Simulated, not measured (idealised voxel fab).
process module | voxel plated lines
cross-section cut | 140 nm wide | cells 5 nm
A cross-section is a grid of square cells, given in bands from the top down. A band is one or more rows of cells.
Each band's line starts with the height of the band's top and of its bottom, in nm. Then come its materials from left to right, each with its width in nm. One material with "throughout" fills the band from edge to edge. "air" is empty space.
Height 0 is the level under which the wafer as received is all one material. The lowest band goes on downwards, as in "0 down".
A width such as "30 to 40" changes by the same amount from each row of cells to the next, from the band's top row to its bottom row.
"no change" after a step means that no cell of the cross-section changed.
closed voids: empty space of 8 cells or more with no open way to the top, each as width x height at its distance from the left edge, in nm
after a step's settings: what the simulator itself notes on the step
overlay nm, on a step with a mask: how far to the right of its planned place the mask lay; to the left if negative
plan
1 op RECEIVE | material Si
2 op CONFORMAL_DEP | material SiN | thk nm 5
3 op DIRECTIONAL_DEP | material TiN | thk nm 5
4 op PATTERN | tone open | mask id LINES | material resist | width nm 20 | pitch nm 45 | thk nm 20 | overlay nm 0
5 op EPI | material Ru | thk nm 10
6 op STRIP | etch materials resist
7 op DIRECTIONAL_ETCH | etch materials TiN | depth nm 5
8 op CONFORMAL_DEP | material SiCN | thk nm 10
first wafer, as planned
as received, after step 1
  0 down: Si throughout
  closed voids: none
after step 2
  5 to 0: SiN throughout
  below 0: unchanged
after step 3
  10 to 5: TiN throughout
  below 5: unchanged
after step 4
  30 to 10: resist 15 | air 20 | resist 25 | air 20 | resist 25 | air 20 | resist 15
  below 10: unchanged
after step 5
  30 to 20: resist 15 | air 20 | resist 25 | air 20 | resist 25 | air 20 | resist 15
  20 to 10: resist 15 | Ru 20 | resist 25 | Ru 20 | resist 25 | Ru 20 | resist 15
  below 10: unchanged
after step 6
  20 to 10: air 15 | Ru 20 | air 25 | Ru 20 | air 25 | Ru 20 | air 15
  below 10: unchanged
after step 7
  20 to 10: air 15 | Ru 20 | air 25 | Ru 20 | air 25 | Ru 20 | air 15
  10 to 5: air 15 | TiN 20 | air 25 | TiN 20 | air 25 | TiN 20 | air 15
  below 5: unchanged
after step 8
  30 to 20: air 5 | SiCN 40 | air 5 | SiCN 40 | air 5 | SiCN 40 | air 5
  20 to 15: air 5 | SiCN 10 | Ru 20 | SiCN 10 | air 5 | SiCN 10 | Ru 20 | SiCN 10 | air 5 | SiCN 10 | Ru 20 | SiCN 10 | air 5
  15 to 10: SiCN 15 | Ru 20 | SiCN 25 | Ru 20 | SiCN 25 | Ru 20 | SiCN 15
  10 to 5: SiCN 15 | TiN 20 | SiCN 25 | TiN 20 | SiCN 25 | TiN 20 | SiCN 15
  below 5: unchanged
second wafer: like start, like plan, one mistake. Through step 3 it matches the first wafer
when step 4 should have ended
  30 to 10: air 15 | resist 20 | air 25 | resist 20 | air 25 | resist 20 | air 15
  below 10: unchanged
when step 5 should have ended
  30 to 20: air 15 | resist 20 | air 25 | resist 20 | air 25 | resist 20 | air 15
  20 to 10: Ru 15 | resist 20 | Ru 25 | resist 20 | Ru 25 | resist 20 | Ru 15
  below 10: unchanged
when step 6 should have ended
  20 to 10: Ru 15 | air 20 | Ru 25 | air 20 | Ru 25 | air 20 | Ru 15
  below 10: unchanged
when step 7 should have ended
  20 to 10: Ru 15 | air 20 | Ru 25 | air 20 | Ru 25 | air 20 | Ru 15
  10 to 5: TiN 15 | air 20 | TiN 25 | air 20 | TiN 25 | air 20 | TiN 15
  below 5: unchanged
when step 8 should have ended
  30 to 20: SiCN throughout
  20 to 10: Ru 15 | SiCN 20 | Ru 25 | SiCN 20 | Ru 25 | SiCN 20 | Ru 15
  10 to 5: TiN 15 | SiCN 20 | TiN 25 | SiCN 20 | TiN 25 | SiCN 20 | TiN 15
  below 5: unchanged
what went wrong: step 4 ran as: op PATTERN | tone cover | mask id LINES | material resist | width nm 20 | pitch nm 45 | thk nm 20 | overlay nm 0
at the end the second wafer has, in cells: 8 more of Ru | 4 more of TiN
